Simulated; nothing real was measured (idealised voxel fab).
A process module follows: voxel released beams.
The figure presents cross-section cut, which has a width of 245 nm and is divided into square cells with an edge length of 5 nm.
Just so we're on the same page, the cross-sections are grids of square cells, and they're listed out in bands top to bottom, each band one or more rows deep. Quick guide to a band line: top height, bottom height (nm) up front; then every material left to right with its width in nm. Only one material and it's marked "all across"? Then it fills the band edge to edge. And "blank" just means empty space. A quick word on heights: they are counted from 0, and under that level the wafer as it came to us is one material throughout. The lowest band is different from the rest in having no bottom; it simply continues downward, written as in "0 down". The two numbers in a width such as "30->40" mark its ends across the band: the first belongs to the top row of cells, the second to the bottom row, and from each row to the next the width moves by the same amount. A step reported as "nothing changed" is a step in which no cell of the cross-section changed. "Closed empty spaces" specifies each empty space that is not open to the top and that occupies no fewer than 8 cells, using the form width x height at distance, the distance measured from the left edge and all three quantities in nm. Post-settings text on a step line: simulator's own remark regarding the step. "overlay nm" on a masked step: distance the mask lay right of its planned place, negative for left.
### The planned process steps are enumerated hereunder
1: RECEIVE [material Si]
2: CONFORMAL_DEP [material Al2O3] [thk nm 5]
3: DIRECTIONAL_DEP [material SiO2] [thk nm 15]
4: MASKED_ETCH [tone open] [mask id ANCHOR] [width nm 25] [etch materials SiO2] [depth nm 15] [overlay nm 0]
5: CONFORMAL_DEP [material polySi] [thk nm 10]
6: MASKED_ETCH [tone cover] [mask id BEAM] [width nm 70] [etch materials polySi] [depth nm 10] [overlay nm 0]
7: STRIP [etch materials SiO2]
### Cross-section of the wafer at receipt, which is the condition after step 1
> 0 down | Si all across
> Closed empty spaces: none
### Final cross-section, module run with one mistake (start and plan as above)
> 30 to 20 | blank (85), then polySi (70), then blank (90)
> 20 to 15 | Al2O3 all across
> 15 to 0 | SiO2 all across
> 0 down | Si all across
> Closed empty spaces: none
Short version of what went wrong: deviation from plan: step 3 and step 2 executed in one another's positions
